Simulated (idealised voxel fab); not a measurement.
Herein follows the process module entitled voxel self aligned vias.
Section cut is 280 nm wide and gridded with 5 nm square cells.
Cross-section spec: square-cell grid; bands listed top down; each band is one or more rows.
The entry gives the band's vertical extent as a top height and a bottom height in nm, then its horizontal make-up as materials from left to right, each with a width in nm. "air" stands for empty space; a single material marked "throughout" fills the band edge to edge.
Zero point of the height axis is 0; under it, received wafer = one material. Lowest band: continues down indefinitely, "0 down".
Quick explanation for "30..40": the width changes in equal steps down the rows of cells, from the first number in the band's top row to the second number in its bottom row.
The designation "everything unchanged", where it is given for a processing step, indicates that no cell of the cross-section was altered in the course of that step.
Closed-off voids of 8+ cells (no open route to the top) go in "Completely sealed voids", written width x height at distance from the left edge, in nm.
On each step's line, the part that comes after the settings is the simulator's own comment on the step.
overlay nm: for a step with a mask, the amount by which the mask lay right of where it was planned; a negative amount means left of it.

So here's the lineup of process steps we planned
1: RECEIVE, material Si
2: CONFORMAL_DEP, material SiO2, thk nm 15
3: CONFORMAL_DEP, material SiCN, thk nm 5
4: DIRECTIONAL_DEP, material SiO2, thk nm 20
5: MASKED_ETCH, tone open, mask id LINES, width nm 20, pitch nm 45, etch materials SiO2, depth nm 20, overlay nm 0
6: CONFORMAL_DEP, material TiN, thk nm 5
7: FILL_DEP, material W, thk nm 5
8: CMP, height nm 40
9: SELECTIVE_ETCH, etch materials W Ru TiN, depth nm 5
10: FILL_DEP, material SiN, thk nm 10
11: CMP, height nm 40
12: DIRECTIONAL_DEP, material SiO2, thk nm 15
13: DIRECTIONAL_DEP, material aC, thk nm 10
14: PATTERN, tone open, mask id VIAS, material resist, width nm 30, pitch nm 45, thk nm 25, overlay nm 0
15: DIRECTIONAL_ETCH, etch materials aC, depth nm 10
16: STRIP, etch materials resist
17: DIRECTIONAL_ETCH, etch materials SiO2, depth nm 15
18: DIRECTIONAL_ETCH, etch materials SiN, depth nm 5
19: STRIP, etch materials aC
20: CONFORMAL_DEP, material TiN, thk nm 5
21: FILL_DEP, material W, thk nm 5
22: CMP, height nm 55
23: CONFORMAL_DEP, material SiCN, thk nm 5

Account of the first of two wafers, which was processed as intended

Cross-section of the incoming wafer, state after step 1
> 0 down  Si throughout
> Completely sealed voids: none

State of the wafer after step 2, shown in cross-section
> 15 to 0  SiO2 throughout
> Below 0 it's all the same as before, nothing changed down there.

State of the wafer after step 3, shown in cross-section
> 20 to 15  SiCN throughout
> Below 15 it's all the same as before, nothing changed down there.

State of the wafer after step 4, shown in cross-section
> 40 to 20  SiO2 throughout
> Below 20 it's all the same as before, nothing changed down there.

State of the wafer after step 5, shown in cross-section
> 40 to 20  85 nm SiO2; 20 nm air; 25 nm SiO2; 20 nm air; 25 nm SiO2; 20 nm air; 85 nm SiO2
> Below 20 it's all the same as before, nothing changed down there.

State of the wafer after step 6, shown in cross-section
> 45 to 40  90 nm TiN; 10 nm air; 35 nm TiN; 10 nm air; 35 nm TiN; 10 nm air; 90 nm TiN
> 40 to 25  85 nm SiO2; 5 nm TiN; 10 nm air; 5 nm TiN; 25 nm SiO2; 5 nm TiN; 10 nm air; 5 nm TiN; 25 nm SiO2; 5 nm TiN; 10 nm air; 5 nm TiN; 85 nm SiO2
> 25 to 20  85 nm SiO2; 20 nm TiN; 25 nm SiO2; 20 nm TiN; 25 nm SiO2; 20 nm TiN; 85 nm SiO2
> Below 20 it's all the same as before, nothing changed down there.

State of the wafer after step 7, shown in cross-section
> 50 to 45  W throughout
> 45 to 40  90 nm TiN; 10 nm W; 35 nm TiN; 10 nm W; 35 nm TiN; 10 nm W; 90 nm TiN
> 40 to 25  85 nm SiO2; 5 nm TiN; 10 nm W; 5 nm TiN; 25 nm SiO2; 5 nm TiN; 10 nm W; 5 nm TiN; 25 nm SiO2; 5 nm TiN; 10 nm W; 5 nm TiN; 85 nm SiO2
> Below 25 it's all the same as before, nothing changed down there.

State of the wafer after step 8, shown in cross-section
> 40 to 25  85 nm SiO2; 5 nm TiN; 10 nm W; 5 nm TiN; 25 nm SiO2; 5 nm TiN; 10 nm W; 5 nm TiN; 25 nm SiO2; 5 nm TiN; 10 nm W; 5 nm TiN; 85 nm SiO2
> Below 25 it's all the same as before, nothing changed down there.

State of the wafer after step 9, shown in cross-section
> 40 to 35  85 nm SiO2; 20 nm air; 25 nm SiO2; 20 nm air; 25 nm SiO2; 20 nm air; 85 nm SiO2
> Below 35 it's all the same as before, nothing changed down there.

State of the wafer after step 10, shown in cross-section
> 50 to 40  SiN throughout
> 40 to 35  85 nm SiO2; 20 nm SiN; 25 nm SiO2; 20 nm SiN; 25 nm SiO2; 20 nm SiN; 85 nm SiO2
> Below 35 it's all the same as before, nothing changed down there.

State of the wafer after step 11, shown in cross-section
> 40 to 35  85 nm SiO2; 20 nm SiN; 25 nm SiO2; 20 nm SiN; 25 nm SiO2; 20 nm SiN; 85 nm SiO2
> Below 35 it's all the same as before, nothing changed down there.

State of the wafer after step 12, shown in cross-section
> 55 to 40  SiO2 throughout
> Below 40 it's all the same as before, nothing changed down there.

State of the wafer after step 13, shown in cross-section
> 65 to 55  aC throughout
> Below 55 it's all the same as before, nothing changed down there.

State of the wafer after step 14, shown in cross-section
> 90 to 65  80 nm resist; 30 nm air; 15 nm resist; 30 nm air; 15 nm resist; 30 nm air; 80 nm resist
> Below 65 it's all the same as before, nothing changed down there.

State of the wafer after step 15, shown in cross-section
> 80 to 65  80 nm resist; 30 nm air; 15 nm resist; 30 nm air; 15 nm resist; 30 nm air; 80 nm resist
> 65 to 55  80 nm aC; 30 nm air; 15 nm aC; 30 nm air; 15 nm aC; 30 nm air; 80 nm aC
> Below 55 it's all the same as before, nothing changed down there.

State of the wafer after step 16, shown in cross-section
> 65 to 55  80 nm aC; 30 nm air; 15 nm aC; 30 nm air; 15 nm aC; 30 nm air; 80 nm aC
> Below 55 it's all the same as before, nothing changed down there.

State of the wafer after step 17, shown in cross-section
> 65 to 55  80 nm aC; 30 nm air; 15 nm aC; 30 nm air; 15 nm aC; 30 nm air; 80 nm aC
> 55 to 40  80 nm SiO2; 30 nm air; 15 nm SiO2; 30 nm air; 15 nm SiO2; 30 nm air; 80 nm SiO2
> Below 40 it's all the same as before, nothing changed down there.

State of the wafer after step 18, shown in cross-section
> 65 to 55  80 nm aC; 30 nm air; 15 nm aC; 30 nm air; 15 nm aC; 30 nm air; 80 nm aC
> 55 to 40  80 nm SiO2; 30 nm air; 15 nm SiO2; 30 nm air; 15 nm SiO2; 30 nm air; 80 nm SiO2
> 40 to 35  85 nm SiO2; 20 nm air; 25 nm SiO2; 20 nm air; 25 nm SiO2; 20 nm air; 85 nm SiO2
> Below 35 it's all the same as before, nothing changed down there.

State of the wafer after step 19, shown in cross-section
> 55 to 40  80 nm SiO2; 30 nm air; 15 nm SiO2; 30 nm air; 15 nm SiO2; 30 nm air; 80 nm SiO2
> Below 40 it's all the same as before, nothing changed down there.

State of the wafer after step 20, shown in cross-section
> 60 to 55  85 nm TiN; 20 nm air; 25 nm TiN; 20 nm air; 25 nm TiN; 20 nm air; 85 nm TiN
> 55 to 45  80 nm SiO2; 5 nm TiN; 20 nm air; 5 nm TiN; 15 nm SiO2; 5 nm TiN; 20 nm air; 5 nm TiN; 15 nm SiO2; 5 nm TiN; 20 nm air; 5 nm TiN; 80 nm SiO2
> 45 to 40  80 nm SiO2; 10 nm TiN; 10 nm air; 10 nm TiN; 15 nm SiO2; 10 nm TiN; 10 nm air; 10 nm TiN; 15 nm SiO2; 10 nm TiN; 10 nm air; 10 nm TiN; 80 nm SiO2
> 40 to 35  85 nm SiO2; 20 nm TiN; 25 nm SiO2; 20 nm TiN; 25 nm SiO2; 20 nm TiN; 85 nm SiO2
> Below 35 it's all the same as before, nothing changed down there.

State of the wafer after step 21, shown in cross-section
> 65 to 60  W throughout
> 60 to 55  85 nm TiN; 20 nm W; 25 nm TiN; 20 nm W; 25 nm TiN; 20 nm W; 85 nm TiN
> 55 to 45  80 nm SiO2; 5 nm TiN; 20 nm W; 5 nm TiN; 15 nm SiO2; 5 nm TiN; 20 nm W; 5 nm TiN; 15 nm SiO2; 5 nm TiN; 20 nm W; 5 nm TiN; 80 nm SiO2
> 45 to 40  80 nm SiO2; 10 nm TiN; 10 nm W; 10 nm TiN; 15 nm SiO2; 10 nm TiN; 10 nm W; 10 nm TiN; 15 nm SiO2; 10 nm TiN; 10 nm W; 10 nm TiN; 80 nm SiO2
> Below 40 it's all the same as before, nothing changed down there.

State of the wafer after step 22, shown in cross-section
> 55 to 45  80 nm SiO2; 5 nm TiN; 20 nm W; 5 nm TiN; 15 nm SiO2; 5 nm TiN; 20 nm W; 5 nm TiN; 15 nm SiO2; 5 nm TiN; 20 nm W; 5 nm TiN; 80 nm SiO2
> Below 45 it's all the same as before, nothing changed down there.

State of the wafer after step 23, shown in cross-section
> 60 to 55  SiCN throughout
> Below 55 it's all the same as before, nothing changed down there.

Here the second wafer is described. Its start and its plan were those of the first wafer. Its run contained one mistake. Up to and including step 13, it did exactly what the first wafer did

Second wafer shown in cross-section at the time step 14 was slated to end
> 90 to 65  85 nm resist; 25 nm air; 20 nm resist; 25 nm air; 20 nm resist; 25 nm air; 80 nm resist
> Below 65 it's all the same as before, nothing changed down there.

Second wafer shown in cross-section at the time step 15 was slated to end
> 80 to 65  85 nm resist; 25 nm air; 20 nm resist; 25 nm air; 20 nm resist; 25 nm air; 80 nm resist
> 65 to 55  85 nm aC; 25 nm air; 20 nm aC; 25 nm air; 20 nm aC; 25 nm air; 80 nm aC
> Below 55 it's all the same as before, nothing changed down there.

Second wafer shown in cross-section at the time step 16 was slated to end
> 65 to 55  85 nm aC; 25 nm air; 20 nm aC; 25 nm air; 20 nm aC; 25 nm air; 80 nm aC
> Below 55 it's all the same as before, nothing changed down there.

Second wafer shown in cross-section at the time step 17 was slated to end
> 65 to 55  85 nm aC; 25 nm air; 20 nm aC; 25 nm air; 20 nm aC; 25 nm air; 80 nm aC
> 55 to 40  85 nm SiO2; 25 nm air; 20 nm SiO2; 25 nm air; 20 nm SiO2; 25 nm air; 80 nm SiO2
> Below 40 it's all the same as before, nothing changed down there.

Second wafer shown in cross-section at the time step 18 was slated to end
> 65 to 55  85 nm aC; 25 nm air; 20 nm aC; 25 nm air; 20 nm aC; 25 nm air; 80 nm aC
> 55 to 40  85 nm SiO2; 25 nm air; 20 nm SiO2; 25 nm air; 20 nm SiO2; 25 nm air; 80 nm SiO2
> 40 to 35  85 nm SiO2; 20 nm air; 25 nm SiO2; 20 nm air; 25 nm SiO2; 20 nm air; 85 nm SiO2
> Below 35 it's all the same as before, nothing changed down there.

Second wafer shown in cross-section at the time step 19 was slated to end
> 55 to 40  85 nm SiO2; 25 nm air; 20 nm SiO2; 25 nm air; 20 nm SiO2; 25 nm air; 80 nm SiO2
> Below 40 it's all the same as before, nothing changed down there.

Second wafer shown in cross-section at the time step 20 was slated to end
> 60 to 55  90 nm TiN; 15 nm air; 30 nm TiN; 15 nm air; 30 nm TiN; 15 nm air; 85 nm TiN
> 55 to 45  85 nm SiO2; 5 nm TiN; 15 nm air; 5 nm TiN; 20 nm SiO2; 5 nm TiN; 15 nm air; 5 nm TiN; 20 nm SiO2; 5 nm TiN; 15 nm air; 5 nm TiN; 80 nm SiO2
> 45 to 40  85 nm SiO2; 5 nm TiN; 10 nm air; 10 nm TiN; 20 nm SiO2; 5 nm TiN; 10 nm air; 10 nm TiN; 20 nm SiO2; 5 nm TiN; 10 nm air; 10 nm TiN; 80 nm SiO2
> 40 to 35  85 nm SiO2; 20 nm TiN; 25 nm SiO2; 20 nm TiN; 25 nm SiO2; 20 nm TiN; 85 nm SiO2
> Below 35 it's all the same as before, nothing changed down there.

Second wafer shown in cross-section at the time step 21 was slated to end
> 65 to 60  W throughout
> 60 to 55  90 nm TiN; 15 nm W; 30 nm TiN; 15 nm W; 30 nm TiN; 15 nm W; 85 nm TiN
> 55 to 45  85 nm SiO2; 5 nm TiN; 15 nm W; 5 nm TiN; 20 nm SiO2; 5 nm TiN; 15 nm W; 5 nm TiN; 20 nm SiO2; 5 nm TiN; 15 nm W; 5 nm TiN; 80 nm SiO2
> 45 to 40  85 nm SiO2; 5 nm TiN; 10 nm W; 10 nm TiN; 20 nm SiO2; 5 nm TiN; 10 nm W; 10 nm TiN; 20 nm SiO2; 5 nm TiN; 10 nm W; 10 nm TiN; 80 nm SiO2
> Below 40 it's all the same as before, nothing changed down there.

Second wafer shown in cross-section at the time step 22 was slated to end
> 55 to 45  85 nm SiO2; 5 nm TiN; 15 nm W; 5 nm TiN; 20 nm SiO2; 5 nm TiN; 15 nm W; 5 nm TiN; 20 nm SiO2; 5 nm TiN; 15 nm W; 5 nm TiN; 80 nm SiO2
> Below 45 it's all the same as before, nothing changed down there.

Second wafer shown in cross-section at the time step 23 was slated to end
> 60 to 55  SiCN throughout
> Below 55 it's all the same as before, nothing changed down there.
The plan and the run diverged here: it should be noted that step 14 was executed with settings other than those planned, the operation and settings actually applied being PATTERN, tone open, mask id VIAS, material resist, width nm 25, pitch nm 45, thk nm 25, overlay nm 0
The closing comparison, in cells, has the second wafer with more or fewer of some materials than the first: +9 SiO2; -3 TiN; -6 W
